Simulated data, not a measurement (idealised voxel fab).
process module | voxel capacitor over wiring
cross-section cut | 255 nm wide | cells 5 nm
A cross-section is a grid of square cells, given in bands from the top down. A band is one or more rows of cells.
Each band's line starts with the height of the band's top and of its bottom, in nm. Then come its materials from left to right, each with its width in nm. One material with "throughout" fills the band from edge to edge. "air" is empty space.
Height 0 is the level under which the wafer as received is all one material. The lowest band goes on downwards, as in "0 down".
A width such as "30 to 40" changes by the same amount from each row of cells to the next, from the band's top row to its bottom row.
"no change" after a step means that no cell of the cross-section changed.
closed voids: empty space of 8 cells or more with no open way to the top, each as width x height at its distance from the left edge, in nm
after a step's settings: what the simulator itself notes on the step
overlay nm, on a step with a mask: how far to the right of its planned place the mask lay; to the left if negative
plan
1 op RECEIVE | material Si
2 op CONFORMAL_DEP | material SiO2 | thk nm 15
3 op DIRECTIONAL_DEP | material TiN | thk nm 5
4 op DIRECTIONAL_DEP | material W | thk nm 20
5 op MASKED_ETCH | tone cover | mask id METAL_1 | width nm 20 | pitch nm 85 | etch materials W | depth nm 20 | overlay nm 0
6 op MASKED_ETCH | tone cover | mask id METAL_1 | width nm 20 | pitch nm 85 | etch materials TiN | depth nm 5 | overlay nm 0
7 op FILL_DEP | material lowk | thk nm 5
8 op CMP | height nm 40
9 op CONFORMAL_DEP | material SiCN | thk nm 5
10 op DIRECTIONAL_DEP | material lowk | thk nm 10
11 op DIRECTIONAL_DEP | material aC | thk nm 10
12 op PATTERN | tone open | mask id PLUG_1 | material resist | width nm 15 | thk nm 30 | overlay nm 0
13 op DIRECTIONAL_ETCH | etch materials aC | depth nm 10
14 op STRIP | etch materials resist
15 op DIRECTIONAL_ETCH | etch materials lowk | depth nm 10
16 op DIRECTIONAL_ETCH | etch materials SiCN | depth nm 5
17 op STRIP | etch materials aC
18 op EPI | material Ru | thk nm 10
19 op EPI | material Ru | thk nm 5
20 op DIRECTIONAL_DEP | material TiN | thk nm 10
21 op DIRECTIONAL_DEP | material Al2O3 | thk nm 5
22 op DIRECTIONAL_DEP | material TiN | thk nm 5
23 op DIRECTIONAL_DEP | material aC | thk nm 10
24 op PATTERN | tone cover | mask id UPPER_PLATE | material resist | width nm 70 | thk nm 25 | overlay nm 0
25 op DIRECTIONAL_ETCH | etch materials aC | depth nm 10
26 op STRIP | etch materials resist
27 op DIRECTIONAL_ETCH | etch materials TiN | depth nm 5
28 op DIRECTIONAL_ETCH | etch materials Al2O3 | depth nm 5
29 op STRIP | etch materials aC
30 op DIRECTIONAL_DEP | material aC | thk nm 15
31 op PATTERN | tone cover | mask id LOWER_PLATE | material resist | width nm 80 | thk nm 35 | overlay nm 0
32 op DIRECTIONAL_ETCH | etch materials aC | depth nm 15
33 op STRIP | etch materials resist
34 op DIRECTIONAL_ETCH | etch materials TiN | depth nm 10
35 op STRIP | etch materials aC
36 op FILL_DEP | material SiO2 | thk nm 15
37 op CMP | height nm 85
38 op MASKED_ETCH | tone open | mask id PLUG_2 | width nm 15 | etch materials SiO2 | depth nm 10 | overlay nm 0
39 op CONFORMAL_DEP | material TiN | thk nm 5
40 op FILL_DEP | material W | thk nm 5
41 op CMP | height nm 85
42 op CONFORMAL_DEP | material SiN | thk nm 5
as received, after step 1
  0 down: Si throughout
  closed voids: none
first wafer at the end, as planned
  90 to 85: SiN throughout
  85 to 80: SiO2 90 | TiN 5 | W 5 | TiN 5 | SiO2 150
  80 to 70: SiO2 90 to 80 | TiN 15 to 70 | SiO2 150 to 105
  70 to 65: SiO2 80 | Al2O3 70 | SiO2 105
  65 to 55: SiO2 75 | TiN 80 | SiO2 100
  55 to 45: lowk 80 | Ru 15 | lowk 160
  45 to 40: SiCN 80 | Ru 15 | SiCN 160
  40 to 20: lowk 75 | W 20 | lowk 65 | W 20 | lowk 75
  20 to 15: lowk 75 | TiN 20 | lowk 65 | TiN 20 | lowk 75
  15 to 0: SiO2 throughout
  0 down: Si throughout
  closed voids: none
second wafer at the end: like start, like plan, one mistake
  90 to 85: SiN throughout
  85 to 80: SiO2 90 | TiN 5 | W 5 | TiN 5 | SiO2 150
  80 to 70: SiO2 90 to 80 | TiN 15 to 70 | SiO2 150 to 105
  70 to 65: SiO2 80 | Al2O3 70 | SiO2 105
  65 to 55: SiO2 75 | TiN 80 | SiO2 100
  55 to 45: lowk 80 | Ru 15 | lowk 160
  45 to 40: SiCN 80 | Ru 15 | SiCN 160
  40 to 35: lowk 75 | TiN 20 | lowk 65 | TiN 20 | lowk 75
  35 to 15: W throughout
  15 to 0: SiO2 throughout
  0 down: Si throughout
  closed voids: none
what went wrong: steps 3 and 4 were swapped
at the end the second wafer has, in cells: 172 more of W | 172 fewer of lowk
